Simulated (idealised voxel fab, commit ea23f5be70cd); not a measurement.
The process module that follows is named voxel transistor to metal.
The cross-section shown here is cut; it is 160 nm wide and divided into square cells measuring 5 nm on a side.
Each cross-section below is a grid of square cells, stated as bands in top-down order, with one or more rows of cells making up each band. Band entry format. Leading values: height of top, height of bottom, nm. Remainder: materials in left-to-right order, each with its width in nm. Special words: "everywhere" on a single material, which then fills the band edge to edge; "blank", empty space. For the purposes of this specification, 0 denotes the height below which the wafer in its as-received condition is composed wholly of one material, and the lowermost band, lacking a lower limit, extends downward without end, as expressed in "0 down". When a width is written as two numbers, as in "30..40", the first number is the width in the top row of cells of the band and the second is the width in its bottom row, and the width changes by the same amount from each row to the next. The cross-section has no changed cell in any step marked "no alteration". In the "Closed void inventory" entry, you get each enclosed empty space of 8 cells or more, one with no open way to the top, written width x height at distance, distance from the left edge, in nm. If you see something after the settings on a step's line, that's the simulator's own remark about that step. overlay nm: how far to the right of its planned place the mask lay on this masked step (negative: to the left).

### Steps in the process plan
1,RECEIVE with material Si
2,OXIDIZE with depth nm 5
3,CONFORMAL_DEP with material SiN, thk nm 10
4,MASKED_ETCH with tone cover, mask id ACTIVE, width nm 100, etch materials SiN, depth nm 10, overlay nm 0
5,MASKED_ETCH with tone cover, mask id ACTIVE, width nm 100, etch materials SiO2, depth nm 5, overlay nm 0
6,MASKED_ETCH with tone cover, mask id ACTIVE, width nm 100, etch materials Si, depth nm 25, overlay nm 0
7,OXIDIZE with depth nm 5
8,FILL_DEP with material SiO2, thk nm 15
9,CMP with height nm 10
10,SELECTIVE_ETCH with etch materials SiO2, depth nm 5
11,STRIP with etch materials SiN
12,SELECTIVE_ETCH with etch materials SiO2, depth nm 5
13,OXIDIZE with depth nm 5
14,DIRECTIONAL_DEP with material polySi, thk nm 30
15,DIRECTIONAL_DEP with material SiCN, thk nm 10
16,MASKED_ETCH with tone cover, mask id GATE, width nm 20, etch materials SiCN, depth nm 20, overlay nm 0
17,MASKED_ETCH with tone cover, mask id GATE, width nm 20, etch materials polySi, depth nm 40, overlay nm 0
18,CONFORMAL_DEP with material SiN, thk nm 5
19,DIRECTIONAL_ETCH with etch materials SiN, depth nm 5
20,DIRECTIONAL_ETCH with etch materials SiO2, depth nm 5
21,EPI with material pSi, thk nm 5
22,FILL_DEP with material SiO2, thk nm 10
23,CMP with height nm 35
24,DIRECTIONAL_DEP with material SiO2, thk nm 15
25,MASKED_ETCH with tone open, mask id CONTACT, width nm 15, pitch nm 75, etch materials SiO2, depth nm 55, overlay nm 0
26,CONFORMAL_DEP with material TiN, thk nm 5
27,FILL_DEP with material Ru, thk nm 5
28,CMP with height nm 50
29,CONFORMAL_DEP with material SiCN, thk nm 5
30,DIRECTIONAL_DEP with material SiO2, thk nm 25
31,PATTERN with tone open, mask id METAL_1, material resist, width nm 15, pitch nm 75, thk nm 15, overlay nm 0
32,DIRECTIONAL_ETCH with etch materials SiO2, depth nm 25
33,DIRECTIONAL_ETCH with etch materials SiCN, depth nm 5
34,STRIP with etch materials resist
35,CONFORMAL_DEP with material TiN, thk nm 5
36,FILL_DEP with material Ru, thk nm 5
37,CMP with height nm 80
38,EPI with material Ru, thk nm 5
39,FILL_DEP with material SiCN, thk nm 5

### first wafer, as planned

### Wafer at receipt (post step 1), cross-section
0 down: Si everywhere
Closed void inventory: none

### after step 2
0 to -5: SiO2 everywhere
Anything lower than -5 is untouched.

### after step 3
10 to 0: SiN everywhere
Anything lower than 0 is untouched.

### after step 4
10 to 0: blank 30 nm  SiN 100 nm  blank 30 nm
Anything lower than 0 is untouched.

### after step 5
10 to 0: blank 30 nm  SiN 100 nm  blank 30 nm
0 to -5: blank 30 nm  SiO2 100 nm  blank 30 nm
Anything lower than -5 is untouched.

### after step 6
10 to 0: blank 30 nm  SiN 100 nm  blank 30 nm
0 to -5: blank 30 nm  SiO2 100 nm  blank 30 nm
-5 to -30: blank 30 nm  Si 100 nm  blank 30 nm
Anything lower than -30 is untouched.

### after step 7
10 to 0: blank 30 nm  SiN 100 nm  blank 30 nm
0 to -5: blank 30 nm  SiO2 100 nm  blank 30 nm
-5 to -30: blank 30 nm  SiO2 5 nm  Si 90 nm  SiO2 5 nm  blank 30 nm
-30 to -35: SiO2 35 nm  Si 90 nm  SiO2 35 nm
Anything lower than -35 is untouched.

### after step 8
25 to 10: SiO2 everywhere
10 to 0: SiO2 30 nm  SiN 100 nm  SiO2 30 nm
0 to -5: SiO2 everywhere
-5 to -35: SiO2 35 nm  Si 90 nm  SiO2 35 nm
Anything lower than -35 is untouched.

### after step 9
10 to 0: SiO2 30 nm  SiN 100 nm  SiO2 30 nm
Anything lower than 0 is untouched.

### after step 10
10 to 5: blank 30 nm  SiN 100 nm  blank 30 nm
Anything lower than 5 is untouched.

### after step 11
5 to 0: SiO2 30 nm  blank 100 nm  SiO2 30 nm
Anything lower than 0 is untouched.

### after step 12
0 to -5: SiO2 25 nm  blank 110 nm  SiO2 25 nm
Anything lower than -5 is untouched.

### after step 13
0 to -5: SiO2 25 nm  blank 110 nm  SiO2 25 nm
-5 to -10: SiO2 everywhere
Anything lower than -10 is untouched.

### after step 14
30 to 25: polySi 25 nm  blank 110 nm  polySi 25 nm
25 to 0: polySi everywhere
0 to -5: SiO2 25 nm  polySi 110 nm  SiO2 25 nm
Anything lower than -5 is untouched.

### after step 15
40 to 35: SiCN 25 nm  blank 110 nm  SiCN 25 nm
35 to 30: SiCN everywhere
30 to 25: polySi 25 nm  SiCN 110 nm  polySi 25 nm
Anything lower than 25 is untouched.

### after step 16
35 to 30: blank 70 nm  SiCN 20 nm  blank 70 nm
30 to 25: polySi 25 nm  blank 45 nm  SiCN 20 nm  blank 45 nm  polySi 25 nm
Anything lower than 25 is untouched.

### after step 17
35 to 25: blank 70 nm  SiCN 20 nm  blank 70 nm
25 to 0: blank 70 nm  polySi 20 nm  blank 70 nm
0 to -5: SiO2 25 nm  blank 45 nm  polySi 20 nm  blank 45 nm  SiO2 25 nm
Anything lower than -5 is untouched.

### after step 18
40 to 35: blank 65 nm  SiN 30 nm  blank 65 nm
35 to 25: blank 65 nm  SiN 5 nm  SiCN 20 nm  SiN 5 nm  blank 65 nm
25 to 5: blank 65 nm  SiN 5 nm  polySi 20 nm  SiN 5 nm  blank 65 nm
5 to 0: SiN 30 nm  blank 35 nm  SiN 5 nm  polySi 20 nm  SiN 5 nm  blank 35 nm  SiN 30 nm
0 to -5: SiO2 25 nm  SiN 45 nm  polySi 20 nm  SiN 45 nm  SiO2 25 nm
Anything lower than -5 is untouched.

### after step 19
35 to 25: blank 65 nm  SiN 5 nm  SiCN 20 nm  SiN 5 nm  blank 65 nm
25 to 0: blank 65 nm  SiN 5 nm  polySi 20 nm  SiN 5 nm  blank 65 nm
0 to -5: SiO2 25 nm  SiN 5 nm  blank 35 nm  SiN 5 nm  polySi 20 nm  SiN 5 nm  blank 35 nm  SiN 5 nm  SiO2 25 nm
Anything lower than -5 is untouched.

### after step 20
35 to 25: blank 65 nm  SiN 5 nm  SiCN 20 nm  SiN 5 nm  blank 65 nm
25 to 0: blank 65 nm  SiN 5 nm  polySi 20 nm  SiN 5 nm  blank 65 nm
0 to -5: blank 25 nm  SiN 5 nm  blank 35 nm  SiN 5 nm  polySi 20 nm  SiN 5 nm  blank 35 nm  SiN 5 nm  blank 25 nm
-5 to -10: SiO2 30 nm  blank 35 nm  SiO2 30 nm  blank 35 nm  SiO2 30 nm
Anything lower than -10 is untouched.

### after step 21
35 to 25: blank 65 nm  SiN 5 nm  SiCN 20 nm  SiN 5 nm  blank 65 nm
25 to 0: blank 65 nm  SiN 5 nm  polySi 20 nm  SiN 5 nm  blank 65 nm
0 to -5: blank 25 nm  SiN 5 nm  blank 35 nm  SiN 5 nm  polySi 20 nm  SiN 5 nm  blank 35 nm  SiN 5 nm  blank 25 nm
-5 to -10: SiO2 30 nm  pSi 35 nm  SiO2 30 nm  pSi 35 nm  SiO2 30 nm
Anything lower than -10 is untouched.

### after step 22
45 to 35: SiO2 everywhere
35 to 25: SiO2 65 nm  SiN 5 nm  SiCN 20 nm  SiN 5 nm  SiO2 65 nm
25 to 0: SiO2 65 nm  SiN 5 nm  polySi 20 nm  SiN 5 nm  SiO2 65 nm
0 to -5: SiO2 25 nm  SiN 5 nm  SiO2 35 nm  SiN 5 nm  polySi 20 nm  SiN 5 nm  SiO2 35 nm  SiN 5 nm  SiO2 25 nm
Anything lower than -5 is untouched.

### after step 23
35 to 25: SiO2 65 nm  SiN 5 nm  SiCN 20 nm  SiN 5 nm  SiO2 65 nm
Anything lower than 25 is untouched.

### after step 24
50 to 35: SiO2 everywhere
Anything lower than 35 is untouched.

### after step 25
50 to 35: SiO2 35 nm  blank 15 nm  SiO2 60 nm  blank 15 nm  SiO2 35 nm
35 to 25: SiO2 35 nm  blank 15 nm  SiO2 15 nm  SiN 5 nm  SiCN 20 nm  SiN 5 nm  SiO2 15 nm  blank 15 nm  SiO2 35 nm
25 to 0: SiO2 35 nm  blank 15 nm  SiO2 15 nm  SiN 5 nm  polySi 20 nm  SiN 5 nm  SiO2 15 nm  blank 15 nm  SiO2 35 nm
0 to -5: SiO2 25 nm  SiN 5 nm  SiO2 5 nm  blank 15 nm  SiO2 15 nm  SiN 5 nm  polySi 20 nm  SiN 5 nm  SiO2 15 nm  blank 15 nm  SiO2 5 nm  SiN 5 nm  SiO2 25 nm
Anything lower than -5 is untouched.

### after step 26
55 to 50: TiN 40 nm  blank 5 nm  TiN 70 nm  blank 5 nm  TiN 40 nm
50 to 35: SiO2 35 nm  TiN 5 nm  blank 5 nm  TiN 5 nm  SiO2 60 nm  TiN 5 nm  blank 5 nm  TiN 5 nm  SiO2 35 nm
35 to 25: SiO2 35 nm  TiN 5 nm  blank 5 nm  TiN 5 nm  SiO2 15 nm  SiN 5 nm  SiCN 20 nm  SiN 5 nm  SiO2 15 nm  TiN 5 nm  blank 5 nm  TiN 5 nm  SiO2 35 nm
25 to 0: SiO2 35 nm  TiN 5 nm  blank 5 nm  TiN 5 nm  SiO2 15 nm  SiN 5 nm  polySi 20 nm  SiN 5 nm  SiO2 15 nm  TiN 5 nm  blank 5 nm  TiN 5 nm  SiO2 35 nm
0 to -5: SiO2 25 nm  SiN 5 nm  SiO2 5 nm  TiN 15 nm  SiO2 15 nm  SiN 5 nm  polySi 20 nm  SiN 5 nm  SiO2 15 nm  TiN 15 nm  SiO2 5 nm  SiN 5 nm  SiO2 25 nm
Anything lower than -5 is untouched.

### after step 27
60 to 55: Ru everywhere
55 to 50: TiN 40 nm  Ru 5 nm  TiN 70 nm  Ru 5 nm  TiN 40 nm
50 to 35: SiO2 35 nm  TiN 5 nm  Ru 5 nm  TiN 5 nm  SiO2 60 nm  TiN 5 nm  Ru 5 nm  TiN 5 nm  SiO2 35 nm
35 to 25: SiO2 35 nm  TiN 5 nm  Ru 5 nm  TiN 5 nm  SiO2 15 nm  SiN 5 nm  SiCN 20 nm  SiN 5 nm  SiO2 15 nm  TiN 5 nm  Ru 5 nm  TiN 5 nm  SiO2 35 nm
25 to 0: SiO2 35 nm  TiN 5 nm  Ru 5 nm  TiN 5 nm  SiO2 15 nm  SiN 5 nm  polySi 20 nm  SiN 5 nm  SiO2 15 nm  TiN 5 nm  Ru 5 nm  TiN 5 nm  SiO2 35 nm
Anything lower than 0 is untouched.

### after step 28
50 to 35: SiO2 35 nm  TiN 5 nm  Ru 5 nm  TiN 5 nm  SiO2 60 nm  TiN 5 nm  Ru 5 nm  TiN 5 nm  SiO2 35 nm
Anything lower than 35 is untouched.

### after step 29
55 to 50: SiCN everywhere
Anything lower than 50 is untouched.

### after step 30
80 to 55: SiO2 everywhere
Anything lower than 55 is untouched.

### after step 31
95 to 80: resist 35 nm  blank 15 nm  resist 60 nm  blank 15 nm  resist 35 nm
Anything lower than 80 is untouched.

### after step 32
95 to 80: resist 35 nm  blank 15 nm  resist 60 nm  blank 15 nm  resist 35 nm
80 to 55: SiO2 35 nm  blank 15 nm  SiO2 60 nm  blank 15 nm  SiO2 35 nm
Anything lower than 55 is untouched.

### after step 33
95 to 80: resist 35 nm  blank 15 nm  resist 60 nm  blank 15 nm  resist 35 nm
80 to 55: SiO2 35 nm  blank 15 nm  SiO2 60 nm  blank 15 nm  SiO2 35 nm
55 to 50: SiCN 35 nm  blank 15 nm  SiCN 60 nm  blank 15 nm  SiCN 35 nm
Anything lower than 50 is untouched.

### after step 34
80 to 55: SiO2 35 nm  blank 15 nm  SiO2 60 nm  blank 15 nm  SiO2 35 nm
Anything lower than 55 is untouched.

### after step 35
85 to 80: TiN 40 nm  blank 5 nm  TiN 70 nm  blank 5 nm  TiN 40 nm
80 to 55: SiO2 35 nm  TiN 5 nm  blank 5 nm  TiN 5 nm  SiO2 60 nm  TiN 5 nm  blank 5 nm  TiN 5 nm  SiO2 35 nm
55 to 50: SiCN 35 nm  TiN 15 nm  SiCN 60 nm  TiN 15 nm  SiCN 35 nm
Anything lower than 50 is untouched.

### after step 36
90 to 85: Ru everywhere
85 to 80: TiN 40 nm  Ru 5 nm  TiN 70 nm  Ru 5 nm  TiN 40 nm
80 to 55: SiO2 35 nm  TiN 5 nm  Ru 5 nm  TiN 5 nm  SiO2 60 nm  TiN 5 nm  Ru 5 nm  TiN 5 nm  SiO2 35 nm
Anything lower than 55 is untouched.

### after step 37
80 to 55: SiO2 35 nm  TiN 5 nm  Ru 5 nm  TiN 5 nm  SiO2 60 nm  TiN 5 nm  Ru 5 nm  TiN 5 nm  SiO2 35 nm
Anything lower than 55 is untouched.

### after step 38
85 to 80: blank 30 nm  Ru 25 nm  blank 50 nm  Ru 25 nm  blank 30 nm
Anything lower than 80 is untouched.

### after step 39
90 to 85: SiCN everywhere
85 to 80: SiCN 30 nm  Ru 25 nm  SiCN 50 nm  Ru 25 nm  SiCN 30 nm
Anything lower than 80 is untouched.

### Wafer two. Identical start, identical plan. One mistake in execution. Identical history through step 28

### Cross-sectional view of the second wafer at the intended end time of process step 29
75 to 50: SiO2 everywhere
Anything lower than 50 is untouched.

### Cross-sectional view of the second wafer at the intended end time of process step 30
80 to 75: SiCN everywhere
Anything lower than 75 is untouched.

### Cross-sectional view of the second wafer at the intended end time of process step 31
95 to 80: resist 35 nm  blank 15 nm  resist 60 nm  blank 15 nm  resist 35 nm
Anything lower than 80 is untouched.

Cross-sectional view of the second wafer at the intended end time of process step 32: no alteration

### Cross-sectional view of the second wafer at the intended end time of process step 33
95 to 80: resist 35 nm  blank 15 nm  resist 60 nm  blank 15 nm  resist 35 nm
80 to 75: SiCN 35 nm  blank 15 nm  SiCN 60 nm  blank 15 nm  SiCN 35 nm
Anything lower than 75 is untouched.

### Cross-sectional view of the second wafer at the intended end time of process step 34
80 to 75: SiCN 35 nm  blank 15 nm  SiCN 60 nm  blank 15 nm  SiCN 35 nm
Anything lower than 75 is untouched.

### Cross-sectional view of the second wafer at the intended end time of process step 35
85 to 80: TiN 40 nm  blank 5 nm  TiN 70 nm  blank 5 nm  TiN 40 nm
80 to 75: SiCN 35 nm  TiN 15 nm  SiCN 60 nm  TiN 15 nm  SiCN 35 nm
Anything lower than 75 is untouched.

### Cross-sectional view of the second wafer at the intended end time of process step 36
90 to 85: Ru everywhere
85 to 80: TiN 40 nm  Ru 5 nm  TiN 70 nm  Ru 5 nm  TiN 40 nm
Anything lower than 80 is untouched.

### Cross-sectional view of the second wafer at the intended end time of process step 37
80 to 75: SiCN 35 nm  TiN 15 nm  SiCN 60 nm  TiN 15 nm  SiCN 35 nm
Anything lower than 75 is untouched.

### Cross-sectional view of the second wafer at the intended end time of process step 38
85 to 80: blank 30 nm  Ru 25 nm  blank 50 nm  Ru 25 nm  blank 30 nm
Anything lower than 80 is untouched.

### Cross-sectional view of the second wafer at the intended end time of process step 39
90 to 85: SiCN everywhere
85 to 80: SiCN 30 nm  Ru 25 nm  SiCN 50 nm  Ru 25 nm  SiCN 30 nm
Anything lower than 80 is untouched.
In executing the process, a mistake was made relative to the plan: mixed up steps 29 and 30 - ran each in the other's place
Cell-count delta at end, second wafer over first, by material: Ru: 10 fewer | SiO2: 30 more | TiN: 20 fewer
